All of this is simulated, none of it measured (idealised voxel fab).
Process module in this document: voxel air gaps
The figure presents cross-section cut, which has a width of 155 nm and is divided into square cells with an edge length of 5 nm.
A cross-section in this document is a grid of square cells, and it is written down as bands, the top band listed before the ones below it; a band is made up of one or more rows of cells.
A band entry consists of two parts. The first gives the height of the band's top and the height of its bottom, in nm. The rest lists the band's materials from left to right, each with its width in nm. A single material labelled with the word "throughout" fills the band from edge to edge, and the word "blank" marks empty space.
Heights are reckoned from 0. Under this level, the received wafer is all of one material. The bottommost band is open-ended downward, for example "from 0 down".
So if you see something like "30 to 40" for the width, read it as the top row of the band sitting at the first number and the bottom row at the second, with every row in between moving by the same amount as the last.
The cross-section has no changed cell in any step marked "nothing was modified".
What "Closed void listing" gives you is every empty space of 8 cells or more that is cut off from the top. Each appears as width x height at distance, with the distance taken from the left edge and width, height and distance all in nm.
Read whatever lies past the settings on a step's line as the simulator's own remark about the step.
Among the settings permitted on a step's line is "overlay nm"; applied to a step with a mask, it specifies the extent to which the mask lay to the right of its planned position, whereas a negative figure signifies a position to the left.

-- Process steps - plan
1 RECEIVE: material Si
2 CONFORMAL_DEP: material SiO2, thk nm 15
3 CONFORMAL_DEP: material SiCN, thk nm 5
4 DIRECTIONAL_DEP: material lowk, thk nm 40
5 PATTERN: tone open, mask id LINES, material resist, width nm 15, pitch nm 40, thk nm 20, overlay nm 0
6 DIRECTIONAL_ETCH: etch materials lowk, depth nm 40
7 STRIP: etch materials resist
8 CONFORMAL_DEP: material TiN, thk nm 5
9 FILL_DEP: material W, thk nm 10
10 CMP: height nm 60
11 EPI: material Ru, thk nm 10
12 SELECTIVE_ETCH: etch materials lowk, depth nm 50
13 CONFORMAL_DEP: material SiCN, thk nm 5

-- As-received state of the wafer in cross-section, equivalent to post-step 1
* from 0 down | Si throughout
* Closed void listing: none

-- Result of the module, cross-sectioned: start per above, plan per above, one error in how it was run
* from 75 to 70 | blank=15  SiCN=125  blank=15
* from 70 to 60 | blank=15  SiCN=5  Ru=35  SiCN=5  Ru=35  SiCN=5  Ru=35  SiCN=5  blank=15
* from 60 to 55 | blank=15  SiCN=15  TiN=5  W=5  TiN=5  SiCN=25  TiN=5  W=5  TiN=5  SiCN=25  TiN=5  W=5  TiN=5  SiCN=15  blank=15
* from 55 to 40 | blank=25  SiCN=5  TiN=5  W=5  TiN=5  SiCN=5  blank=15  SiCN=5  TiN=5  W=5  TiN=5  SiCN=5  blank=15  SiCN=5  TiN=5  W=5  TiN=5  SiCN=5  blank=25
* from 40 to 35 | SiCN=30  TiN=15  SiCN=25  TiN=15  SiCN=25  TiN=15  SiCN=30
* from 35 to 30 | SiCN throughout
* from 30 to 0 | SiO2 throughout
* from 0 down | Si throughout
* Closed void listing: 15 x 15 at 50; 15 x 15 at 90
What was done differently from what was planned? plan step 2 ran twice
